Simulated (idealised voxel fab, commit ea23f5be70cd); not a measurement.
process module | voxel capacitor over wiring
cross-section cut | 245 nm wide | cells 5 nm
A cross-section is a grid of square cells, given in bands from the top down. A band is one or more rows of cells.
Each band's line starts with the height of the band's top and of its bottom, in nm. Then come its materials from left to right, each with its width in nm. One material with "throughout" fills the band from edge to edge. "air" is empty space.
Height 0 is the level under which the wafer as received is all one material. The lowest band goes on downwards, as in "0 down".
A width such as "30 to 40" changes by the same amount from each row of cells to the next, from the band's top row to its bottom row.
"no change" after a step means that no cell of the cross-section changed.
closed voids: empty space of 8 cells or more with no open way to the top, each as width x height at its distance from the left edge, in nm
after a step's settings: what the simulator itself notes on the step
overlay nm, on a step with a mask: how far to the right of its planned place the mask lay; to the left if negative
plan
1 op RECEIVE | material Si
2 op CONFORMAL_DEP | material SiO2 | thk nm 10
3 op CONFORMAL_DEP | material SiN | thk nm 5
4 op DIRECTIONAL_DEP | material SiO2 | thk nm 15
5 op PATTERN | tone open | mask id METAL_1 | material resist | width nm 30 | pitch nm 95 | thk nm 20 | overlay nm 0
6 op DIRECTIONAL_ETCH | etch materials SiO2 | depth nm 15
7 op DIRECTIONAL_ETCH | etch materials SiN | depth nm 5
8 op STRIP | etch materials resist
9 op CONFORMAL_DEP | material TiN | thk nm 5
10 op FILL_DEP | material W | thk nm 5
11 op CMP | height nm 25
12 op EPI | material Ru | thk nm 5
13 op FILL_DEP | material SiCN | thk nm 5
14 op DIRECTIONAL_DEP | material lowk | thk nm 20
15 op DIRECTIONAL_DEP | material aC | thk nm 10
16 op PATTERN | tone open | mask id PLUG_1 | material resist | width nm 15 | thk nm 30 | overlay nm 0
17 op DIRECTIONAL_ETCH | etch materials aC | depth nm 10
18 op STRIP | etch materials resist
19 op DIRECTIONAL_ETCH | etch materials lowk | depth nm 20
20 op DIRECTIONAL_ETCH | etch materials SiCN | depth nm 5
21 op STRIP | etch materials aC
22 op EPI | material Ru | thk nm 10
23 op EPI | material Ru | thk nm 10
24 op EPI | material Ru | thk nm 5
25 op DIRECTIONAL_DEP | material TiN | thk nm 5
26 op DIRECTIONAL_DEP | material Al2O3 | thk nm 5
27 op DIRECTIONAL_DEP | material TiN | thk nm 5
28 op PATTERN | tone cover | mask id UPPER_PLATE | material resist | width nm 70 | thk nm 20 | overlay nm 0
29 op DIRECTIONAL_ETCH | etch materials TiN | depth nm 5
30 op DIRECTIONAL_ETCH | etch materials Al2O3 | depth nm 5
31 op STRIP | etch materials resist
32 op DIRECTIONAL_DEP | material aC | thk nm 10
33 op PATTERN | tone cover | mask id LOWER_PLATE | material resist | width nm 80 | thk nm 30 | overlay nm 0
34 op DIRECTIONAL_ETCH | etch materials aC | depth nm 10
35 op STRIP | etch materials resist
36 op DIRECTIONAL_ETCH | etch materials TiN | depth nm 5
37 op STRIP | etch materials aC
38 op FILL_DEP | material SiO2 | thk nm 15
39 op CMP | height nm 85
40 op PATTERN | tone open | mask id PLUG_2 | material resist | width nm 15 | thk nm 15 | overlay nm 0
41 op DIRECTIONAL_ETCH | etch materials SiO2 | depth nm 10
42 op STRIP | etch materials resist
43 op CONFORMAL_DEP | material TiN | thk nm 5
44 op FILL_DEP | material Cu | thk nm 5
45 op CMP | height nm 85
46 op CONFORMAL_DEP | material SiCN | thk nm 5
varied across the wafers: height nm of step 11. The plan shows the first wafer's value. All wafers start alike
first wafer as received, after step 1
  0 down: Si throughout
  closed voids: none
each wafer at the end: cells of each material gained (+) or lost (-) since it was received, then its closed voids
height nm 25 | +14 Al2O3 | +1 Cu | +31 Ru | +128 SiCN | +37 SiN | +416 SiO2 | +55 TiN | +16 W | +184 lowk | closed voids: none
height nm 30 | +14 Al2O3 | +1 Cu | +31 Ru | +128 SiCN | +37 SiN | +404 SiO2 | +59 TiN | +24 W | +184 lowk | closed voids: none
height nm 35 | +14 Al2O3 | +64 Ru | +95 SiCN | +37 SiN | +358 SiO2 | +98 TiN | +32 W | +184 lowk | closed voids: none
height nm 40 | +14 Al2O3 | +64 Ru | +95 SiCN | +37 SiN | +312 SiO2 | +95 TiN | +81 W | +184 lowk | closed voids: none
